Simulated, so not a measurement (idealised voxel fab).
The process module that follows is named voxel fin reveal.
Cross-section cut: width 280 nm, square cells of 5 nm.
For the purposes of this document, a cross-section shall be understood as a grid of square cells, specified as bands listed in top-to-bottom order, each band consisting of one or more rows of cells.
Read a band's entry like this: the first values are the height of its top and the height of its bottom in nm, and what follows is the sequence of materials from left to right, each with its width in nm. Note that "air" is empty space, and that a single material marked "everywhere" reaches across the band from edge to edge.
Heights are expressed relative to 0, this being the level below which the as-received wafer comprises one material exclusively. The lowest band is unbounded in the downward direction and is denoted as in "z 0 and below".
The two numbers in a width such as "30->40" mark its ends across the band: the first belongs to the top row of cells, the second to the bottom row, and from each row to the next the width moves by the same amount.
"stayed the same", as given for a step, is the statement that not any cell of the cross-section underwent a change during that step.
In the "Sealed void listing" entry, you get each enclosed empty space of 8 cells or more, one with no open way to the top, written width x height at distance, distance from the left edge, in nm.
Note: text after step settings on the step line = simulator remark on that step.
Regarding "overlay nm": on a step with a mask, it is the distance the mask lay to the right of its planned place; a negative value places it to the left.

-- The following list gives the planned process steps
1. RECEIVE (material Si)
2. CONFORMAL_DEP (material SiN; thk nm 5)
3. DIRECTIONAL_DEP (material aC; thk nm 15)
4. PATTERN (tone cover; mask id FINS; material resist; width nm 15; pitch nm 40; thk nm 30; overlay nm 0)
5. DIRECTIONAL_ETCH (etch materials aC; depth nm 15)
6. STRIP (etch materials resist)
7. DIRECTIONAL_ETCH (etch materials SiN; depth nm 5)
8. DIRECTIONAL_ETCH (etch materials Si; depth nm 40)
9. STRIP (etch materials aC)
10. FILL_DEP (material SiO2; thk nm 5)
11. CMP (height nm 5)
12. SELECTIVE_ETCH (etch materials SiO2; depth nm 35)
13. STRIP (etch materials SiN)

-- Shown in cross-section is the wafer as received, that is, as it stands after step 1
    z 0 and below  Si everywhere
    Sealed void listing: none

-- Cross-sectional result after module completion. Note: starting condition and plan are unchanged from above; one processing mistake was made
    z 5 to 0  aC: 70 / air: 15 / aC: 25 / air: 15 / aC: 25 / air: 15 / aC: 25 / air: 15 / aC: 75
    z 0 to -40  aC: 70 / Si: 15 / aC: 25 / Si: 15 / aC: 25 / Si: 15 / aC: 25 / Si: 15 / aC: 75
    z -40 and below  Si everywhere
    Sealed void listing: none
Where did the run depart from the plan? step 10 went in with a setting other than planned; the actual run was FILL_DEP (material aC; thk nm 5)
